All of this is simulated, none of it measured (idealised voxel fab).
voxel wiring stack: a process module
In the cross-section labelled cut, the width is 230 nm and each square cell is 5 nm.
Each cross-section below is a grid of square cells, stated as bands in top-down order, with one or more rows of cells making up each band. The band entry comprises the height of the band's top followed by the height of its bottom, expressed in nm, and subsequently the band's materials from left to right, each stated together with its width in nm. Where a single material is marked with the word "full width", that material fills the band from edge to edge. The word "blank" represents empty space. The reference from which all heights are counted is 0, the level beneath which the as-received wafer is entirely one material; the lowest band, having no lower bound, proceeds downward and is written after the example "0 nm and below". The two numbers in a width such as "30->40" mark its ends across the band: the first belongs to the top row of cells, the second to the bottom row, and from each row to the next the width moves by the same amount. What does "changes: none" mean for a step? It means no cell of the cross-section changed in that step. The entry "Fully closed voids" lists the empty spaces that cover at least 8 cells and have no open path to the top. Each is written as width x height at distance, where the distance is measured from the left edge and all three values are in nm. Read whatever lies past the settings on a step's line as the simulator's own remark about the step. "overlay nm" denotes, for a step that has a mask, the displacement of the mask to the right of its planned place, with negative values corresponding to the left.
# Steps planned for the process
1: RECEIVE (material Si)
2: CONFORMAL_DEP (material SiO2; thk nm 10)
3: DIRECTIONAL_DEP (material TiN; thk nm 5)
4: DIRECTIONAL_DEP (material W; thk nm 20)
5: DIRECTIONAL_DEP (material aC; thk nm 10)
6: PATTERN (tone cover; mask id METAL_1; material resist; width nm 25; pitch nm 55; thk nm 30; overlay nm 0)
7: DIRECTIONAL_ETCH (etch materials aC; depth nm 10)
8: STRIP (etch materials resist)
9: DIRECTIONAL_ETCH (etch materials W; depth nm 20)
10: DIRECTIONAL_ETCH (etch materials TiN; depth nm 5)
11: STRIP (etch materials aC)
12: CONFORMAL_DEP (material SiN; thk nm 5)
13: FILL_DEP (material lowk; thk nm 5)
14: CMP (height nm 35)
15: CONFORMAL_DEP (material SiCN; thk nm 5)
16: DIRECTIONAL_DEP (material lowk; thk nm 30)
17: DIRECTIONAL_DEP (material aC; thk nm 15)
18: PATTERN (tone open; mask id METAL_2_HOLES; material resist; width nm 15; pitch nm 110; thk nm 35; overlay nm 0)
19: DIRECTIONAL_ETCH (etch materials aC; depth nm 15)
20: STRIP (etch materials resist)
21: DIRECTIONAL_ETCH (etch materials lowk; depth nm 30)
22: STRIP (etch materials aC)
23: DIRECTIONAL_DEP (material aC; thk nm 10)
24: PATTERN (tone open; mask id METAL_2; material resist; width nm 25; pitch nm 55; thk nm 25; overlay nm 0)
25: DIRECTIONAL_ETCH (etch materials aC; depth nm 10)
26: STRIP (etch materials resist)
27: DIRECTIONAL_ETCH (etch materials lowk; depth nm 20)
28: DIRECTIONAL_ETCH (etch materials SiCN; depth nm 5)
29: STRIP (etch materials aC)
30: CONFORMAL_DEP (material TiN; thk nm 5)
31: FILL_DEP (material Cu; thk nm 10)
32: CMP (height nm 70)
33: CONFORMAL_DEP (material SiCN; thk nm 5)
34: DIRECTIONAL_DEP (material SiO2; thk nm 30)
35: MASKED_ETCH (tone open; mask id METAL_3_HOLES; width nm 15; pitch nm 110; etch materials SiO2; depth nm 30; overlay nm 0)
36: PATTERN (tone open; mask id METAL_3; material resist; width nm 25; pitch nm 55; thk nm 15; overlay nm 0)
37: DIRECTIONAL_ETCH (etch materials SiO2; depth nm 15)
38: DIRECTIONAL_ETCH (etch materials SiCN; depth nm 5)
39: STRIP (etch materials resist)
40: CONFORMAL_DEP (material TiN; thk nm 5)
41: FILL_DEP (material Cu; thk nm 10)
42: CMP (height nm 105)
43: CONFORMAL_DEP (material SiCN; thk nm 5)
44: DIRECTIONAL_DEP (material SiO2; thk nm 15)
45: PATTERN (tone open; mask id PLUG_3; material resist; width nm 15; pitch nm 55; thk nm 15; overlay nm 0)
46: DIRECTIONAL_ETCH (etch materials SiO2; depth nm 15)
47: DIRECTIONAL_ETCH (etch materials SiCN; depth nm 5)
48: STRIP (etch materials resist)
49: EPI (material Ru; thk nm 10)
50: EPI (material Ru; thk nm 10)
51: DIRECTIONAL_DEP (material TiN; thk nm 5)
52: DIRECTIONAL_DEP (material Ru; thk nm 20)
53: DIRECTIONAL_DEP (material aC; thk nm 15)
54: PATTERN (tone cover; mask id METAL_4; material resist; width nm 25; pitch nm 55; thk nm 35; overlay nm 0)
55: DIRECTIONAL_ETCH (etch materials aC; depth nm 15)
56: STRIP (etch materials resist)
57: DIRECTIONAL_ETCH (etch materials Ru; depth nm 20)
58: DIRECTIONAL_ETCH (etch materials TiN; depth nm 5)
59: STRIP (etch materials aC)
60: CONFORMAL_DEP (material SiCN; thk nm 5)
61: FILL_DEP (material lowk; thk nm 5)
62: CMP (height nm 150)
63: CONFORMAL_DEP (material SiCN; thk nm 5)
# Cross-sectional view of the wafer in its as-received condition, corresponding to the state after step 1
  0 nm and below | Si full width
  Fully closed voids: none
# Final cross-section, module run with one mistake (start and plan as above)
  155 nm to 150 nm | SiCN full width
  150 nm to 130 nm | lowk 15 | SiCN 5 | Ru 25 | SiCN 5 | lowk 20 | SiCN 5 | Ru 25 | SiCN 5 | lowk 20 | SiCN 5 | Ru 25 | SiCN 5 | lowk 20 | SiCN 5 | Ru 25 | SiCN 5 | lowk 15
  130 nm to 125 nm | SiCN 20 | TiN 25 | SiCN 30 | TiN 25 | SiCN 30 | TiN 25 | SiCN 30 | TiN 25 | SiCN 20
  125 nm to 110 nm | SiO2 20 | Ru 15 | SiO2 40 | Ru 15 | SiO2 40 | Ru 15 | SiO2 40 | Ru 15 | SiO2 30
  110 nm to 105 nm | SiCN 20 | Ru 15 | SiCN 40 | Ru 15 | SiCN 40 | Ru 15 | SiCN 40 | Ru 15 | SiCN 30
  105 nm to 75 nm | SiO2 20 | TiN 5 | Cu 15 | TiN 5 | SiO2 30 | TiN 5 | Cu 15 | TiN 5 | SiO2 30 | TiN 5 | Cu 15 | TiN 5 | SiO2 30 | TiN 5 | Cu 15 | TiN 5 | SiO2 20
  75 nm to 70 nm | SiCN 20 | TiN 25 | SiCN 30 | TiN 25 | SiCN 30 | TiN 25 | SiCN 30 | TiN 25 | SiCN 20
  70 nm to 55 nm | lowk 20 | TiN 5 | Cu 15 | TiN 5 | lowk 30 | TiN 5 | Cu 15 | TiN 5 | lowk 30 | TiN 5 | Cu 15 | TiN 5 | lowk 30 | TiN 5 | Cu 15 | TiN 5 | lowk 20
  55 nm to 50 nm | lowk 20 | TiN 5 | Cu 5 | TiN 15 | lowk 30 | TiN 25 | lowk 30 | TiN 5 | Cu 5 | TiN 15 | lowk 30 | TiN 25 | lowk 20
  50 nm to 40 nm | lowk 20 | TiN 5 | Cu 5 | TiN 5 | lowk 95 | TiN 5 | Cu 5 | TiN 5 | lowk 85
  40 nm to 35 nm | SiCN 20 | TiN 15 | SiCN 95 | TiN 15 | SiCN 85
  35 nm to 15 nm | lowk 15 | SiN 5 | W 25 | SiN 5 | lowk 20 | SiN 5 | W 25 | SiN 5 | lowk 20 | SiN 5 | W 25 | SiN 5 | lowk 20 | SiN 5 | W 25 | SiN 5 | lowk 15
  15 nm to 10 nm | SiN 20 | TiN 25 | SiN 30 | TiN 25 | SiN 30 | TiN 25 | SiN 30 | TiN 25 | SiN 20
  10 nm to 0 nm | SiO2 full width
  0 nm and below | Si full width
  Fully closed voids: none
Nonconformance to the process plan: step 37 of the plan was carried out twice
